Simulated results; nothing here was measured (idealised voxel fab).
A process module follows: voxel fin reveal.
FYI the section here is cut, 270 nm wide, cells are 5 nm squares.
In what follows, cross-sections appear as grids of square cells, described through bands that run from the top down, where every band is one or more rows of cells. A band entry consists of two parts. The first gives the height of the band's top and the height of its bottom, in nm. The rest lists the band's materials from left to right, each with its width in nm. A single material labelled with the word "throughout" fills the band from edge to edge, and the word "empty" marks empty space. Heights are reckoned from 0. Under this level, the received wafer is all of one material. The bottommost band is open-ended downward, for example "top 0, no bottom". Width: "30..40" (first number = top row, second number = bottom row, same change from row to row of cells). Basically "no modifications" means that step didn't change any cell in the cross-section. Look at "Enclosed void entries" for the closed voids: empty spaces with no open path to the top, sized 8 cells or up. Each is width x height at distance, distance from the left edge, all nm. Heads up: the bit after the settings on a step's line is the simulator's remark on that step. On any step carrying a mask, the "overlay nm" setting, if present on the step's line, tells how far right of its planned place the mask lay; negative values point to the left.

### The steps planned for the process are as follows
1) RECEIVE [material Si]
2) CONFORMAL_DEP [material SiN] [thk nm 5]
3) PATTERN [tone cover] [mask id FINS] [material resist] [width nm 15] [pitch nm 40] [thk nm 15] [overlay nm 0]
4) DIRECTIONAL_ETCH [etch materials SiN] [depth nm 5]
5) DIRECTIONAL_ETCH [etch materials Si] [depth nm 40]
6) STRIP [etch materials resist]
7) OXIDIZE [depth nm 5]
8) FILL_DEP [material SiO2] [thk nm 10]
9) CMP [height nm 5]
10) SELECTIVE_ETCH [etch materials SiO2] [depth nm 30]
11) STRIP [etch materials SiN]

### Of two wafers, the first: run according to plan

### Cross-section of the wafer upon arrival, representing the state reached after step 1
> top 0, no bottom = Si throughout
> Enclosed void entries: none

### How the wafer stands in section after step 2
> top 5, bottom 0 = SiN throughout
> Whatever lies below 0 is exactly as it was before.

### How the wafer stands in section after step 3
> top 20, bottom 5 = empty (65) / resist (15) / empty (25) / resist (15) / empty (25) / resist (15) / empty (25) / resist (15) / empty (70)
> Whatever lies below 5 is exactly as it was before.

### How the wafer stands in section after step 4
> top 20, bottom 5 = empty (65) / resist (15) / empty (25) / resist (15) / empty (25) / resist (15) / empty (25) / resist (15) / empty (70)
> top 5, bottom 0 = empty (65) / SiN (15) / empty (25) / SiN (15) / empty (25) / SiN (15) / empty (25) / SiN (15) / empty (70)
> Whatever lies below 0 is exactly as it was before.

### How the wafer stands in section after step 5
> top 20, bottom 5 = empty (65) / resist (15) / empty (25) / resist (15) / empty (25) / resist (15) / empty (25) / resist (15) / empty (70)
> top 5, bottom 0 = empty (65) / SiN (15) / empty (25) / SiN (15) / empty (25) / SiN (15) / empty (25) / SiN (15) / empty (70)
> top 0, bottom -40 = empty (65) / Si (15) / empty (25) / Si (15) / empty (25) / Si (15) / empty (25) / Si (15) / empty (70)
> Whatever lies below -40 is exactly as it was before.

### How the wafer stands in section after step 6
> top 5, bottom 0 = empty (65) / SiN (15) / empty (25) / SiN (15) / empty (25) / SiN (15) / empty (25) / SiN (15) / empty (70)
> Whatever lies below 0 is exactly as it was before.

### How the wafer stands in section after step 7
> top 5, bottom 0 = empty (65) / SiN (15) / empty (25) / SiN (15) / empty (25) / SiN (15) / empty (25) / SiN (15) / empty (70)
> top 0, bottom -40 = empty (65) / SiO2 (5) / Si (5) / SiO2 (5) / empty (25) / SiO2 (5) / Si (5) / SiO2 (5) / empty (25) / SiO2 (5) / Si (5) / SiO2 (5) / empty (25) / SiO2 (5) / Si (5) / SiO2 (5) / empty (70)
> top -40, bottom -45 = SiO2 (70) / Si (5) / SiO2 (35) / Si (5) / SiO2 (35) / Si (5) / SiO2 (35) / Si (5) / SiO2 (75)
> Whatever lies below -45 is exactly as it was before.

### How the wafer stands in section after step 8
> top 15, bottom 5 = SiO2 throughout
> top 5, bottom 0 = SiO2 (65) / SiN (15) / SiO2 (25) / SiN (15) / SiO2 (25) / SiN (15) / SiO2 (25) / SiN (15) / SiO2 (70)
> top 0, bottom -45 = SiO2 (70) / Si (5) / SiO2 (35) / Si (5) / SiO2 (35) / Si (5) / SiO2 (35) / Si (5) / SiO2 (75)
> Whatever lies below -45 is exactly as it was before.

### How the wafer stands in section after step 9
> top 5, bottom 0 = SiO2 (65) / SiN (15) / SiO2 (25) / SiN (15) / SiO2 (25) / SiN (15) / SiO2 (25) / SiN (15) / SiO2 (70)
> Whatever lies below 0 is exactly as it was before.

### How the wafer stands in section after step 10
> top 5, bottom 0 = empty (65) / SiN (15) / empty (25) / SiN (15) / empty (25) / SiN (15) / empty (25) / SiN (15) / empty (70)
> top 0, bottom -25 = empty (70) / Si (5) / empty (35) / Si (5) / empty (35) / Si (5) / empty (35) / Si (5) / empty (75)
> Whatever lies below -25 is exactly as it was before.

### How the wafer stands in section after step 11
> top 0, bottom -25 = empty (70) / Si (5) / empty (35) / Si (5) / empty (35) / Si (5) / empty (35) / Si (5) / empty (75)
> Whatever lies below -25 is exactly as it was before.

### It is to be noted that the second wafer proceeded from the same initial state and according to the same plan as the first, although one mistake was committed in its execution; through step 10, inclusive, the two wafers share an identical history

Second wafer, sectioned view, at step 11's planned end time: no modifications
What went wrong in running the wafer? execution of step 11 of the plan did not take place, the step having been omitted
Count the cells at the end and the second wafer has more or fewer of some materials than the first: SiN +12
